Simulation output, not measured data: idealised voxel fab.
The process module presented herein is designated voxel self aligned vias.
Displayed cross-section: cut, width of 210 nm, square cells sized 5 nm.
Heads up, the way a cross-section reads in here is a grid of square cells, handed over as bands from the top down, with every band being one or more rows of cells. The band entry comprises the height of the band's top followed by the height of its bottom, expressed in nm, and subsequently the band's materials from left to right, each stated together with its width in nm. Where a single material is marked with the word "throughout", that material fills the band from edge to edge. The word "blank" represents empty space. It should be noted that heights are counted from 0, beneath which the wafer as supplied is of one material throughout, and that the lowest band possesses no lower boundary but continues downward, as written in "top 0, no bottom". The width entry "30 to 40" should be interpreted row by row: the top row of cells in the band takes the first number, the bottom row takes the second number, and the change between adjacent rows is uniform throughout. Key: "nothing was modified" - step with no changed cell in the cross-section. In the "Trapped cavities" entry, you get each enclosed empty space of 8 cells or more, one with no open way to the top, written width x height at distance, distance from the left edge, in nm. Anything after a step's settings on that line? It's the simulator's own note about the step. Each step line may optionally specify "overlay nm", which for a step with a mask gives the rightward distance between the mask's planned place and where it lay, a negative value indicating the leftward direction.

-- Intended process steps
1,RECEIVE | material Si
2,CONFORMAL_DEP | material SiO2 | thk nm 15
3,CONFORMAL_DEP | material SiCN | thk nm 5
4,DIRECTIONAL_DEP | material lowk | thk nm 25
5,PATTERN | tone open | mask id LINES | material resist | width nm 25 | pitch nm 50 | thk nm 20 | overlay nm 0
6,DIRECTIONAL_ETCH | etch materials lowk | depth nm 25
7,STRIP | etch materials resist
8,CONFORMAL_DEP | material TiN | thk nm 5
9,FILL_DEP | material Ru | thk nm 5
10,CMP | height nm 45
11,SELECTIVE_ETCH | etch materials W Ru TiN | depth nm 5
12,FILL_DEP | material SiN | thk nm 10
13,CMP | height nm 45
14,DIRECTIONAL_DEP | material lowk | thk nm 15
15,PATTERN | tone open | mask id VIAS | material resist | width nm 35 | pitch nm 100 | thk nm 20 | overlay nm 0
16,DIRECTIONAL_ETCH | etch materials lowk | depth nm 15
17,DIRECTIONAL_ETCH | etch materials SiN | depth nm 5
18,STRIP | etch materials resist
19,CONFORMAL_DEP | material TiN | thk nm 5
20,FILL_DEP | material Ru | thk nm 5
21,CMP | height nm 60
22,CONFORMAL_DEP | material SiN | thk nm 5

-- First of two wafers, processed according to plan

-- Step 1 complete: cross-section of the wafer as received
	top 0, no bottom: Si throughout
	Trapped cavities: none

-- The wafer in cross-section once step 2 is complete
	top 15, bottom 0: SiO2 throughout
	Nothing below the height 0 has changed.

-- The wafer in cross-section once step 3 is complete
	top 20, bottom 15: SiCN throughout
	Nothing below the height 15 has changed.

-- The wafer in cross-section once step 4 is complete
	top 45, bottom 20: lowk throughout
	Nothing below the height 20 has changed.

-- The wafer in cross-section once step 5 is complete
	top 65, bottom 45: resist: 40  blank: 25  resist: 25  blank: 25  resist: 25  blank: 25  resist: 45
	Nothing below the height 45 has changed.

-- The wafer in cross-section once step 6 is complete
	top 65, bottom 45: resist: 40  blank: 25  resist: 25  blank: 25  resist: 25  blank: 25  resist: 45
	top 45, bottom 20: lowk: 40  blank: 25  lowk: 25  blank: 25  lowk: 25  blank: 25  lowk: 45
	Nothing below the height 20 has changed.

-- The wafer in cross-section once step 7 is complete
	top 45, bottom 20: lowk: 40  blank: 25  lowk: 25  blank: 25  lowk: 25  blank: 25  lowk: 45
	Nothing below the height 20 has changed.

-- The wafer in cross-section once step 8 is complete
	top 50, bottom 45: TiN: 45  blank: 15  TiN: 35  blank: 15  TiN: 35  blank: 15  TiN: 50
	top 45, bottom 25: lowk: 40  TiN: 5  blank: 15  TiN: 5  lowk: 25  TiN: 5  blank: 15  TiN: 5  lowk: 25  TiN: 5  blank: 15  TiN: 5  lowk: 45
	top 25, bottom 20: lowk: 40  TiN: 25  lowk: 25  TiN: 25  lowk: 25  TiN: 25  lowk: 45
	Nothing below the height 20 has changed.

-- The wafer in cross-section once step 9 is complete
	top 55, bottom 50: Ru throughout
	top 50, bottom 45: TiN: 45  Ru: 15  TiN: 35  Ru: 15  TiN: 35  Ru: 15  TiN: 50
	top 45, bottom 25: lowk: 40  TiN: 5  Ru: 15  TiN: 5  lowk: 25  TiN: 5  Ru: 15  TiN: 5  lowk: 25  TiN: 5  Ru: 15  TiN: 5  lowk: 45
	Nothing below the height 25 has changed.

-- The wafer in cross-section once step 10 is complete
	top 45, bottom 25: lowk: 40  TiN: 5  Ru: 15  TiN: 5  lowk: 25  TiN: 5  Ru: 15  TiN: 5  lowk: 25  TiN: 5  Ru: 15  TiN: 5  lowk: 45
	Nothing below the height 25 has changed.

-- The wafer in cross-section once step 11 is complete
	top 45, bottom 40: lowk: 40  blank: 25  lowk: 25  blank: 25  lowk: 25  blank: 25  lowk: 45
	Nothing below the height 40 has changed.

-- The wafer in cross-section once step 12 is complete
	top 55, bottom 45: SiN throughout
	top 45, bottom 40: lowk: 40  SiN: 25  lowk: 25  SiN: 25  lowk: 25  SiN: 25  lowk: 45
	Nothing below the height 40 has changed.

-- The wafer in cross-section once step 13 is complete
	top 45, bottom 40: lowk: 40  SiN: 25  lowk: 25  SiN: 25  lowk: 25  SiN: 25  lowk: 45
	Nothing below the height 40 has changed.

-- The wafer in cross-section once step 14 is complete
	top 60, bottom 45: lowk throughout
	Nothing below the height 45 has changed.

-- The wafer in cross-section once step 15 is complete
	top 80, bottom 60: resist: 35  blank: 35  resist: 65  blank: 35  resist: 40
	Nothing below the height 60 has changed.

-- The wafer in cross-section once step 16 is complete
	top 80, bottom 60: resist: 35  blank: 35  resist: 65  blank: 35  resist: 40
	top 60, bottom 45: lowk: 35  blank: 35  lowk: 65  blank: 35  lowk: 40
	Nothing below the height 45 has changed.

-- The wafer in cross-section once step 17 is complete
	top 80, bottom 60: resist: 35  blank: 35  resist: 65  blank: 35  resist: 40
	top 60, bottom 45: lowk: 35  blank: 35  lowk: 65  blank: 35  lowk: 40
	top 45, bottom 40: lowk: 40  blank: 25  lowk: 25  SiN: 25  lowk: 25  blank: 25  lowk: 45
	Nothing below the height 40 has changed.

-- The wafer in cross-section once step 18 is complete
	top 60, bottom 45: lowk: 35  blank: 35  lowk: 65  blank: 35  lowk: 40
	Nothing below the height 45 has changed.

-- The wafer in cross-section once step 19 is complete
	top 65, bottom 60: TiN: 40  blank: 25  TiN: 75  blank: 25  TiN: 45
	top 60, bottom 50: lowk: 35  TiN: 5  blank: 25  TiN: 5  lowk: 65  TiN: 5  blank: 25  TiN: 5  lowk: 40
	top 50, bottom 45: lowk: 35  TiN: 10  blank: 15  TiN: 10  lowk: 65  TiN: 10  blank: 15  TiN: 10  lowk: 40
	top 45, bottom 40: lowk: 40  TiN: 25  lowk: 25  SiN: 25  lowk: 25  TiN: 25  lowk: 45
	Nothing below the height 40 has changed.

-- The wafer in cross-section once step 20 is complete
	top 70, bottom 65: Ru throughout
	top 65, bottom 60: TiN: 40  Ru: 25  TiN: 75  Ru: 25  TiN: 45
	top 60, bottom 50: lowk: 35  TiN: 5  Ru: 25  TiN: 5  lowk: 65  TiN: 5  Ru: 25  TiN: 5  lowk: 40
	top 50, bottom 45: lowk: 35  TiN: 10  Ru: 15  TiN: 10  lowk: 65  TiN: 10  Ru: 15  TiN: 10  lowk: 40
	Nothing below the height 45 has changed.

-- The wafer in cross-section once step 21 is complete
	top 60, bottom 50: lowk: 35  TiN: 5  Ru: 25  TiN: 5  lowk: 65  TiN: 5  Ru: 25  TiN: 5  lowk: 40
	Nothing below the height 50 has changed.

-- The wafer in cross-section once step 22 is complete
	top 65, bottom 60: SiN throughout
	Nothing below the height 60 has changed.

-- Second wafer: same start and same plan as the first, one execution error; identical to the first through step 1

-- Second wafer, section view, time point: scheduled end of step 2
	top 30, bottom 0: SiO2 throughout
	Nothing below the height 0 has changed.

-- Second wafer, section view, time point: scheduled end of step 3
	top 35, bottom 30: SiCN throughout
	Nothing below the height 30 has changed.

-- Second wafer, section view, time point: scheduled end of step 4
	top 60, bottom 35: lowk throughout
	Nothing below the height 35 has changed.

-- Second wafer, section view, time point: scheduled end of step 5
	top 80, bottom 60: resist: 40  blank: 25  resist: 25  blank: 25  resist: 25  blank: 25  resist: 45
	Nothing below the height 60 has changed.

-- Second wafer, section view, time point: scheduled end of step 6
	top 80, bottom 60: resist: 40  blank: 25  resist: 25  blank: 25  resist: 25  blank: 25  resist: 45
	top 60, bottom 35: lowk: 40  blank: 25  lowk: 25  blank: 25  lowk: 25  blank: 25  lowk: 45
	Nothing below the height 35 has changed.

-- Second wafer, section view, time point: scheduled end of step 7
	top 60, bottom 35: lowk: 40  blank: 25  lowk: 25  blank: 25  lowk: 25  blank: 25  lowk: 45
	Nothing below the height 35 has changed.

-- Second wafer, section view, time point: scheduled end of step 8
	top 65, bottom 60: TiN: 45  blank: 15  TiN: 35  blank: 15  TiN: 35  blank: 15  TiN: 50
	top 60, bottom 40: lowk: 40  TiN: 5  blank: 15  TiN: 5  lowk: 25  TiN: 5  blank: 15  TiN: 5  lowk: 25  TiN: 5  blank: 15  TiN: 5  lowk: 45
	top 40, bottom 35: lowk: 40  TiN: 25  lowk: 25  TiN: 25  lowk: 25  TiN: 25  lowk: 45
	Nothing below the height 35 has changed.

-- Second wafer, section view, time point: scheduled end of step 9
	top 70, bottom 65: Ru throughout
	top 65, bottom 60: TiN: 45  Ru: 15  TiN: 35  Ru: 15  TiN: 35  Ru: 15  TiN: 50
	top 60, bottom 40: lowk: 40  TiN: 5  Ru: 15  TiN: 5  lowk: 25  TiN: 5  Ru: 15  TiN: 5  lowk: 25  TiN: 5  Ru: 15  TiN: 5  lowk: 45
	Nothing below the height 40 has changed.

-- Second wafer, section view, time point: scheduled end of step 10
	top 45, bottom 40: lowk: 40  TiN: 5  Ru: 15  TiN: 5  lowk: 25  TiN: 5  Ru: 15  TiN: 5  lowk: 25  TiN: 5  Ru: 15  TiN: 5  lowk: 45
	Nothing below the height 40 has changed.

-- Second wafer, section view, time point: scheduled end of step 11
	top 45, bottom 40: lowk: 40  blank: 25  lowk: 25  blank: 25  lowk: 25  blank: 25  lowk: 45
	Nothing below the height 40 has changed.

-- Second wafer, section view, time point: scheduled end of step 12
	top 55, bottom 45: SiN throughout
	top 45, bottom 40: lowk: 40  SiN: 25  lowk: 25  SiN: 25  lowk: 25  SiN: 25  lowk: 45
	Nothing below the height 40 has changed.

-- Second wafer, section view, time point: scheduled end of step 13
	top 45, bottom 40: lowk: 40  SiN: 25  lowk: 25  SiN: 25  lowk: 25  SiN: 25  lowk: 45
	Nothing below the height 40 has changed.

-- Second wafer, section view, time point: scheduled end of step 14
	top 60, bottom 45: lowk throughout
	Nothing below the height 45 has changed.

-- Second wafer, section view, time point: scheduled end of step 15
	top 80, bottom 60: resist: 35  blank: 35  resist: 65  blank: 35  resist: 40
	Nothing below the height 60 has changed.

-- Second wafer, section view, time point: scheduled end of step 16
	top 80, bottom 60: resist: 35  blank: 35  resist: 65  blank: 35  resist: 40
	top 60, bottom 45: lowk: 35  blank: 35  lowk: 65  blank: 35  lowk: 40
	Nothing below the height 45 has changed.

-- Second wafer, section view, time point: scheduled end of step 17
	top 80, bottom 60: resist: 35  blank: 35  resist: 65  blank: 35  resist: 40
	top 60, bottom 45: lowk: 35  blank: 35  lowk: 65  blank: 35  lowk: 40
	top 45, bottom 40: lowk: 40  blank: 25  lowk: 25  SiN: 25  lowk: 25  blank: 25  lowk: 45
	Nothing below the height 40 has changed.

-- Second wafer, section view, time point: scheduled end of step 18
	top 60, bottom 45: lowk: 35  blank: 35  lowk: 65  blank: 35  lowk: 40
	Nothing below the height 45 has changed.

-- Second wafer, section view, time point: scheduled end of step 19
	top 65, bottom 60: TiN: 40  blank: 25  TiN: 75  blank: 25  TiN: 45
	top 60, bottom 50: lowk: 35  TiN: 5  blank: 25  TiN: 5  lowk: 65  TiN: 5  blank: 25  TiN: 5  lowk: 40
	top 50, bottom 45: lowk: 35  TiN: 10  blank: 15  TiN: 10  lowk: 65  TiN: 10  blank: 15  TiN: 10  lowk: 40
	top 45, bottom 40: lowk: 40  TiN: 25  lowk: 25  SiN: 25  lowk: 25  TiN: 25  lowk: 45
	Nothing below the height 40 has changed.

-- Second wafer, section view, time point: scheduled end of step 20
	top 70, bottom 65: Ru throughout
	top 65, bottom 60: TiN: 40  Ru: 25  TiN: 75  Ru: 25  TiN: 45
	top 60, bottom 50: lowk: 35  TiN: 5  Ru: 25  TiN: 5  lowk: 65  TiN: 5  Ru: 25  TiN: 5  lowk: 40
	top 50, bottom 45: lowk: 35  TiN: 10  Ru: 15  TiN: 10  lowk: 65  TiN: 10  Ru: 15  TiN: 10  lowk: 40
	Nothing below the height 45 has changed.

-- Second wafer, section view, time point: scheduled end of step 21
	top 60, bottom 50: lowk: 35  TiN: 5  Ru: 25  TiN: 5  lowk: 65  TiN: 5  Ru: 25  TiN: 5  lowk: 40
	Nothing below the height 50 has changed.

-- Second wafer, section view, time point: scheduled end of step 22
	top 65, bottom 60: SiN throughout
	Nothing below the height 60 has changed.
Want to know what went wrong? plan step 2 was twice executed
at the end the second wafer has, in cells: Ru: 27 fewer, SiO2: 126 more, TiN: 18 fewer, lowk: 81 fewer
